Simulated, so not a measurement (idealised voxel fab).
Name of the process module below: voxel capacitor over wiring
Each square cell in cross-section cut measures 5 nm, and the section as a whole is 190 nm wide.
A cross-section is written here as square cells arranged in a grid, and it is given in bands from the top down, each band taking up one or more rows of cells.
Band: top height; bottom height; in nm. Then, left to right: material with width in nm, for each material. "throughout": a single material spanning edge to edge. "air": empty space.
Convention: height 0 is the level below which the wafer, as received, is all one material. The lowest band does not terminate at the bottom but continues downward, represented as "0..down".
The notation "30 to 40" denotes a width that varies across the rows of cells in the band, beginning at the first number in the top row, finishing at the second number in the bottom row, and changing by an identical amount from each row to the next.
A step reported as "nothing was modified" is a step in which no cell of the cross-section changed.
Heads up: "Fully enclosed voids" only lists the empty pockets with no open path to the top that are 8 cells or more, and it writes them as width x height at distance, distance from the left edge, in nm.
Whatever follows a step's settings on its line is a remark the simulator itself makes about that step.
"overlay nm" on a masked step: distance the mask lay right of its planned place, negative for left.
## Process steps (planned)
| 1 | RECEIVE with material Si |
| 2 | CONFORMAL_DEP with material SiO2, thk nm 15 |
| 3 | CONFORMAL_DEP with material SiCN, thk nm 5 |
| 4 | DIRECTIONAL_DEP with material lowk, thk nm 20 |
| 5 | PATTERN with tone open, mask id METAL_1, material resist, width nm 30, pitch nm 95, thk nm 15, overlay nm 0 |
| 6 | DIRECTIONAL_ETCH with etch materials lowk, depth nm 20 |
| 7 | DIRECTIONAL_ETCH with etch materials SiCN, depth nm 5 |
| 8 | STRIP with etch materials resist |
| 9 | CONFORMAL_DEP with material TiN, thk nm 5 |
| 10 | FILL_DEP with material Ru, thk nm 5 |
| 11 | CMP with height nm 40 |
| 12 | EPI with material Ru, thk nm 5 |
| 13 | FILL_DEP with material SiCN, thk nm 5 |
| 14 | DIRECTIONAL_DEP with material SiO2, thk nm 10 |
| 15 | PATTERN with tone open, mask id PLUG_1, material resist, width nm 15, thk nm 15, overlay nm 0 |
| 16 | DIRECTIONAL_ETCH with etch materials SiO2, depth nm 10 |
| 17 | DIRECTIONAL_ETCH with etch materials SiCN, depth nm 5 |
| 18 | STRIP with etch materials resist |
| 19 | EPI with material Ru, thk nm 10 |
| 20 | EPI with material Ru, thk nm 5 |
| 21 | DIRECTIONAL_DEP with material TiN, thk nm 10 |
| 22 | DIRECTIONAL_DEP with material HfO2, thk nm 5 |
| 23 | DIRECTIONAL_DEP with material TiN, thk nm 5 |
| 24 | PATTERN with tone cover, mask id UPPER_PLATE, material resist, width nm 70, thk nm 15, overlay nm 0 |
| 25 | DIRECTIONAL_ETCH with etch materials TiN, depth nm 5 |
| 26 | DIRECTIONAL_ETCH with etch materials HfO2, depth nm 5 |
| 27 | STRIP with etch materials resist |
| 28 | MASKED_ETCH with tone cover, mask id LOWER_PLATE, width nm 80, etch materials TiN, depth nm 10, overlay nm 0 |
| 29 | FILL_DEP with material SiO2, thk nm 15 |
| 30 | CMP with height nm 90 |
| 31 | DIRECTIONAL_DEP with material aC, thk nm 15 |
| 32 | PATTERN with tone open, mask id PLUG_2, material resist, width nm 15, thk nm 35, overlay nm 0 |
| 33 | DIRECTIONAL_ETCH with etch materials aC, depth nm 15 |
| 34 | STRIP with etch materials resist |
| 35 | DIRECTIONAL_ETCH with etch materials SiO2, depth nm 10 |
| 36 | STRIP with etch materials aC |
| 37 | CONFORMAL_DEP with material TiN, thk nm 5 |
| 38 | FILL_DEP with material Ru, thk nm 5 |
| 39 | CMP with height nm 90 |
| 40 | CONFORMAL_DEP with material SiCN, thk nm 5 |
## The following pertains to the first of two wafers, which was processed as planned
## Shown in cross-section is the wafer as received, that is, as it stands after step 1
> 0..down = Si throughout
> Fully enclosed voids: none
## The following cross-section depicts the wafer upon completion of step 2
> 15..0 = SiO2 throughout
> Anything lower than 0 is untouched.
## The following cross-section depicts the wafer upon completion of step 3
> 20..15 = SiCN throughout
> Anything lower than 15 is untouched.
## The following cross-section depicts the wafer upon completion of step 4
> 40..20 = lowk throughout
> Anything lower than 20 is untouched.
## The following cross-section depicts the wafer upon completion of step 5
> 55..40 = resist 30 nm / air 30 nm / resist 65 nm / air 30 nm / resist 35 nm
> Anything lower than 40 is untouched.
## The following cross-section depicts the wafer upon completion of step 6
> 55..40 = resist 30 nm / air 30 nm / resist 65 nm / air 30 nm / resist 35 nm
> 40..20 = lowk 30 nm / air 30 nm / lowk 65 nm / air 30 nm / lowk 35 nm
> Anything lower than 20 is untouched.
## The following cross-section depicts the wafer upon completion of step 7
> 55..40 = resist 30 nm / air 30 nm / resist 65 nm / air 30 nm / resist 35 nm
> 40..20 = lowk 30 nm / air 30 nm / lowk 65 nm / air 30 nm / lowk 35 nm
> 20..15 = SiCN 30 nm / air 30 nm / SiCN 65 nm / air 30 nm / SiCN 35 nm
> Anything lower than 15 is untouched.
## The following cross-section depicts the wafer upon completion of step 8
> 40..20 = lowk 30 nm / air 30 nm / lowk 65 nm / air 30 nm / lowk 35 nm
> Anything lower than 20 is untouched.
## The following cross-section depicts the wafer upon completion of step 9
> 45..40 = TiN 35 nm / air 20 nm / TiN 75 nm / air 20 nm / TiN 40 nm
> 40..20 = lowk 30 nm / TiN 5 nm / air 20 nm / TiN 5 nm / lowk 65 nm / TiN 5 nm / air 20 nm / TiN 5 nm / lowk 35 nm
> 20..15 = SiCN 30 nm / TiN 30 nm / SiCN 65 nm / TiN 30 nm / SiCN 35 nm
> Anything lower than 15 is untouched.
## The following cross-section depicts the wafer upon completion of step 10
> 50..45 = Ru throughout
> 45..40 = TiN 35 nm / Ru 20 nm / TiN 75 nm / Ru 20 nm / TiN 40 nm
> 40..20 = lowk 30 nm / TiN 5 nm / Ru 20 nm / TiN 5 nm / lowk 65 nm / TiN 5 nm / Ru 20 nm / TiN 5 nm / lowk 35 nm
> Anything lower than 20 is untouched.
## The following cross-section depicts the wafer upon completion of step 11
> 40..20 = lowk 30 nm / TiN 5 nm / Ru 20 nm / TiN 5 nm / lowk 65 nm / TiN 5 nm / Ru 20 nm / TiN 5 nm / lowk 35 nm
> Anything lower than 20 is untouched.
## The following cross-section depicts the wafer upon completion of step 12
> 45..40 = air 25 nm / Ru 40 nm / air 55 nm / Ru 40 nm / air 30 nm
> Anything lower than 40 is untouched.
## The following cross-section depicts the wafer upon completion of step 13
> 50..45 = SiCN throughout
> 45..40 = SiCN 25 nm / Ru 40 nm / SiCN 55 nm / Ru 40 nm / SiCN 30 nm
> Anything lower than 40 is untouched.
## The following cross-section depicts the wafer upon completion of step 14
> 60..50 = SiO2 throughout
> Anything lower than 50 is untouched.
## The following cross-section depicts the wafer upon completion of step 15
> 75..60 = resist 45 nm / air 15 nm / resist 130 nm
> Anything lower than 60 is untouched.
## The following cross-section depicts the wafer upon completion of step 16
> 75..60 = resist 45 nm / air 15 nm / resist 130 nm
> 60..50 = SiO2 45 nm / air 15 nm / SiO2 130 nm
> Anything lower than 50 is untouched.
## The following cross-section depicts the wafer upon completion of step 17
> 75..60 = resist 45 nm / air 15 nm / resist 130 nm
> 60..50 = SiO2 45 nm / air 15 nm / SiO2 130 nm
> 50..45 = SiCN 45 nm / air 15 nm / SiCN 130 nm
> Anything lower than 45 is untouched.
## The following cross-section depicts the wafer upon completion of step 18
> 60..50 = SiO2 45 nm / air 15 nm / SiO2 130 nm
> Anything lower than 50 is untouched.
## The following cross-section depicts the wafer upon completion of step 19
> 60..55 = SiO2 45 nm / air 15 nm / SiO2 130 nm
> 55..50 = SiO2 45 nm / Ru 15 nm / SiO2 130 nm
> 50..45 = SiCN 45 nm / Ru 15 nm / SiCN 130 nm
> Anything lower than 45 is untouched.
## The following cross-section depicts the wafer upon completion of step 20
> 60..50 = SiO2 45 nm / Ru 15 nm / SiO2 130 nm
> Anything lower than 50 is untouched.
## The following cross-section depicts the wafer upon completion of step 21
> 70..60 = TiN throughout
> Anything lower than 60 is untouched.
## The following cross-section depicts the wafer upon completion of step 22
> 75..70 = HfO2 throughout
> Anything lower than 70 is untouched.
## The following cross-section depicts the wafer upon completion of step 23
> 80..75 = TiN throughout
> Anything lower than 75 is untouched.
## The following cross-section depicts the wafer upon completion of step 24
> 95..80 = air 45 nm / resist 70 nm / air 75 nm
> Anything lower than 80 is untouched.
## The following cross-section depicts the wafer upon completion of step 25
> 95..80 = air 45 nm / resist 70 nm / air 75 nm
> 80..75 = air 45 nm / TiN 70 nm / air 75 nm
> Anything lower than 75 is untouched.
## The following cross-section depicts the wafer upon completion of step 26
> 95..80 = air 45 nm / resist 70 nm / air 75 nm
> 80..75 = air 45 nm / TiN 70 nm / air 75 nm
> 75..70 = air 45 nm / HfO2 70 nm / air 75 nm
> Anything lower than 70 is untouched.
## The following cross-section depicts the wafer upon completion of step 27
> 80..75 = air 45 nm / TiN 70 nm / air 75 nm
> Anything lower than 75 is untouched.
## The following cross-section depicts the wafer upon completion of step 28
> 80..75 = air 45 nm / TiN 70 nm / air 75 nm
> 75..70 = air 45 nm / HfO2 70 nm / air 75 nm
> 70..60 = air 40 nm / TiN 80 nm / air 70 nm
> Anything lower than 60 is untouched.
## The following cross-section depicts the wafer upon completion of step 29
> 95..80 = SiO2 throughout
> 80..75 = SiO2 45 nm / TiN 70 nm / SiO2 75 nm
> 75..70 = SiO2 45 nm / HfO2 70 nm / SiO2 75 nm
> 70..60 = SiO2 40 nm / TiN 80 nm / SiO2 70 nm
> Anything lower than 60 is untouched.
## The following cross-section depicts the wafer upon completion of step 30
> 90..80 = SiO2 throughout
> Anything lower than 80 is untouched.
## The following cross-section depicts the wafer upon completion of step 31
> 105..90 = aC throughout
> Anything lower than 90 is untouched.
## The following cross-section depicts the wafer upon completion of step 32
> 140..105 = resist 55 nm / air 15 nm / resist 120 nm
> Anything lower than 105 is untouched.
## The following cross-section depicts the wafer upon completion of step 33
> 125..105 = resist 55 nm / air 15 nm / resist 120 nm
> 105..90 = aC 55 nm / air 15 nm / aC 120 nm
> Anything lower than 90 is untouched.
## The following cross-section depicts the wafer upon completion of step 34
> 105..90 = aC 55 nm / air 15 nm / aC 120 nm
> Anything lower than 90 is untouched.
## The following cross-section depicts the wafer upon completion of step 35
> 105..90 = aC 55 nm / air 15 nm / aC 120 nm
> 90..80 = SiO2 55 nm / air 15 nm / SiO2 120 nm
> Anything lower than 80 is untouched.
## The following cross-section depicts the wafer upon completion of step 36
> 90..80 = SiO2 55 nm / air 15 nm / SiO2 120 nm
> Anything lower than 80 is untouched.
## The following cross-section depicts the wafer upon completion of step 37
> 95..90 = TiN 60 nm / air 5 nm / TiN 125 nm
> 90..85 = SiO2 55 nm / TiN 5 nm / air 5 nm / TiN 5 nm / SiO2 120 nm
> 85..75 = SiO2 55 to 45 nm / TiN 15 to 70 nm / SiO2 120 to 75 nm
> Anything lower than 75 is untouched.
## The following cross-section depicts the wafer upon completion of step 38
> 100..95 = Ru throughout
> 95..90 = TiN 60 nm / Ru 5 nm / TiN 125 nm
> 90..85 = SiO2 55 nm / TiN 5 nm / Ru 5 nm / TiN 5 nm / SiO2 120 nm
> Anything lower than 85 is untouched.
## The following cross-section depicts the wafer upon completion of step 39
> 90..85 = SiO2 55 nm / TiN 5 nm / Ru 5 nm / TiN 5 nm / SiO2 120 nm
> Anything lower than 85 is untouched.
## The following cross-section depicts the wafer upon completion of step 40
> 95..90 = SiCN throughout
> Anything lower than 90 is untouched.
## Second wafer - shared start and plan with the first - one error in running - same as the first up to step 31 inclusive
## Planned end of step 32: second wafer, cross-section
> 140..105 = air 55 nm / resist 15 nm / air 120 nm
> Anything lower than 105 is untouched.
## Planned end of step 33: second wafer, cross-section
> 125..105 = air 55 nm / resist 15 nm / air 120 nm
> 105..90 = air 55 nm / aC 15 nm / air 120 nm
> Anything lower than 90 is untouched.
## Planned end of step 34: second wafer, cross-section
> 105..90 = air 55 nm / aC 15 nm / air 120 nm
> Anything lower than 90 is untouched.
## Planned end of step 35: second wafer, cross-section
> 105..90 = air 55 nm / aC 15 nm / air 120 nm
> 90..80 = air 55 nm / SiO2 15 nm / air 120 nm
> Anything lower than 80 is untouched.
## Planned end of step 36: second wafer, cross-section
> 90..80 = air 55 nm / SiO2 15 nm / air 120 nm
> Anything lower than 80 is untouched.
## Planned end of step 37: second wafer, cross-section
> 95..90 = air 50 nm / TiN 25 nm / air 115 nm
> 90..85 = air 50 nm / TiN 5 nm / SiO2 15 nm / TiN 5 nm / air 115 nm
> 85..80 = TiN 55 nm / SiO2 15 nm / TiN 120 nm
> Anything lower than 80 is untouched.
## Planned end of step 38: second wafer, cross-section
> 100..95 = Ru throughout
> 95..90 = Ru 50 nm / TiN 25 nm / Ru 115 nm
> 90..85 = Ru 50 nm / TiN 5 nm / SiO2 15 nm / TiN 5 nm / Ru 115 nm
> Anything lower than 85 is untouched.
## Planned end of step 39: second wafer, cross-section
> 90..85 = Ru 50 nm / TiN 5 nm / SiO2 15 nm / TiN 5 nm / Ru 115 nm
> Anything lower than 85 is untouched.
## Planned end of step 40: second wafer, cross-section
> 95..90 = SiCN throughout
> Anything lower than 90 is untouched.
what went wrong: not per plan at step 32, really ran PATTERN with tone cover, mask id PLUG_2, material resist, width nm 15, thk nm 35, overlay nm 0
Final wafer comparison in cells, second versus first, more or fewer per material: Ru +32, SiO2 -64, TiN +32
